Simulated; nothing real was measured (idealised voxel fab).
process module | voxel gate over fins
cross-section cut | 255 nm wide | cells 5 nm
A cross-section is a grid of square cells, given in bands from the top down. A band is one or more rows of cells.
Each band's line starts with the height of the band's top and of its bottom, in nm. Then come its materials from left to right, each with its width in nm. One material with "throughout" fills the band from edge to edge. "air" is empty space.
Height 0 is the level under which the wafer as received is all one material. The lowest band goes on downwards, as in "0 down".
A width such as "30 to 40" changes by the same amount from each row of cells to the next, from the band's top row to its bottom row.
"no change" after a step means that no cell of the cross-section changed.
closed voids: empty space of 8 cells or more with no open way to the top, each as width x height at its distance from the left edge, in nm
after a step's settings: what the simulator itself notes on the step
overlay nm, on a step with a mask: how far to the right of its planned place the mask lay; to the left if negative
plan
1 op RECEIVE | material Si
2 op CONFORMAL_DEP | material SiN | thk nm 10
3 op MASKED_ETCH | tone cover | mask id FINS | width nm 15 | pitch nm 60 | etch materials SiN | depth nm 10 | overlay nm 0
4 op MASKED_ETCH | tone cover | mask id FINS | width nm 15 | pitch nm 60 | etch materials Si | depth nm 35 | overlay nm 0
5 op OXIDIZE | depth nm 5
6 op FILL_DEP | material SiO2 | thk nm 10
7 op CMP | height nm 10
8 op PATTERN | tone open | mask id RAIL | material resist | width nm 15 | thk nm 20 | overlay nm 0
9 op DIRECTIONAL_ETCH | etch materials SiO2 | depth nm 40
10 op STRIP | etch materials resist
11 op CONFORMAL_DEP | material TiN | thk nm 5
12 op FILL_DEP | material Ru | thk nm 5
13 op CMP | height nm 10
14 op SELECTIVE_ETCH | etch materials W Ru TiN | depth nm 30
15 op FILL_DEP | material SiO2 | thk nm 5
16 op CMP | height nm 10
17 op SELECTIVE_ETCH | etch materials SiO2 | depth nm 25
18 op STRIP | etch materials SiN
19 op CONFORMAL_DEP | material HfO2 | thk nm 5
20 op CONFORMAL_DEP | material TiN | thk nm 5
21 op FILL_DEP | material W | thk nm 15
22 op CMP | height nm 20
23 op CONFORMAL_DEP | material SiCN | thk nm 10
as received, after step 1
  0 down: Si throughout
  closed voids: none
first wafer at the end, as planned
  30 to 20: SiCN throughout
  20 to 10: W throughout
  10 to 5: W 55 | TiN 25 | W 35 | TiN 25 | W 35 | TiN 25 | W 55
  5 to 0: W 55 | TiN 5 | HfO2 15 | TiN 5 | W 35 | TiN 5 | HfO2 15 | TiN 5 | W 35 | TiN 5 | HfO2 15 | TiN 5 | W 55
  0 to -5: W 55 | TiN 5 | HfO2 5 | Si 5 | HfO2 5 | TiN 5 | W 35 | TiN 5 | HfO2 5 | Si 5 | HfO2 5 | TiN 5 | W 35 | TiN 5 | HfO2 5 | Si 5 | HfO2 5 | TiN 5 | W 55
  -5 to -10: TiN 60 | HfO2 5 | Si 5 | HfO2 5 | TiN 45 | HfO2 5 | Si 5 | HfO2 5 | TiN 45 | HfO2 5 | Si 5 | HfO2 5 | TiN 60
  -10 to -15: HfO2 65 | Si 5 | HfO2 55 | Si 5 | HfO2 55 | Si 5 | HfO2 65
  -15 to -20: SiO2 65 | Si 5 | SiO2 55 | Si 5 | SiO2 55 | Si 5 | SiO2 65
  -20 to -25: SiO2 65 | Si 5 | SiO2 20 | TiN 5 | Ru 5 | TiN 5 | SiO2 20 | Si 5 | SiO2 55 | Si 5 | SiO2 65
  -25 to -30: SiO2 65 | Si 5 | SiO2 20 | TiN 15 | SiO2 20 | Si 5 | SiO2 55 | Si 5 | SiO2 65
  -30 to -40: SiO2 65 | Si 5 | SiO2 55 | Si 5 | SiO2 55 | Si 5 | SiO2 65
  -40 down: Si throughout
  closed voids: none
second wafer at the end: like start, like plan, one mistake
  30 to 20: SiCN throughout
  20 to 10: W throughout
  10 to 5: W 55 | TiN 25 | W 35 | TiN 25 | W 35 | TiN 25 | W 55
  5 to 0: W 55 | TiN 5 | HfO2 15 | TiN 5 | W 35 | TiN 5 | HfO2 15 | TiN 5 | W 35 | TiN 5 | HfO2 15 | TiN 5 | W 55
  0 to -5: W 55 | TiN 5 | HfO2 5 | Si 5 | HfO2 5 | TiN 5 | W 35 | TiN 5 | HfO2 5 | Si 5 | HfO2 5 | TiN 5 | W 35 | TiN 5 | HfO2 5 | Si 5 | HfO2 5 | TiN 5 | W 55
  -5 to -10: TiN 60 | HfO2 5 | Si 5 | HfO2 5 | TiN 45 | HfO2 5 | Si 5 | HfO2 5 | TiN 45 | HfO2 5 | Si 5 | HfO2 5 | TiN 60
  -10 to -15: HfO2 65 | Si 5 | HfO2 55 | Si 5 | HfO2 55 | Si 5 | HfO2 65
  -15 to -20: SiO2 65 | Si 5 | SiO2 55 | Si 5 | SiO2 55 | Si 5 | SiO2 65
  -20 to -25: SiO2 65 | Si 5 | SiO2 15 | TiN 5 | Ru 5 | TiN 5 | SiO2 25 | Si 5 | SiO2 55 | Si 5 | SiO2 65
  -25 to -30: SiO2 65 | Si 5 | SiO2 15 | TiN 15 | SiO2 25 | Si 5 | SiO2 55 | Si 5 | SiO2 65
  -30 to -40: SiO2 65 | Si 5 | SiO2 55 | Si 5 | SiO2 55 | Si 5 | SiO2 65
  -40 down: Si throughout
  closed voids: none
what went wrong: step 8 ran as: op PATTERN | tone open | mask id RAIL | material resist | width nm 15 | thk nm 20 | overlay nm -5
at the end the second wafer has, in cells: as many of each material as the first, in other places
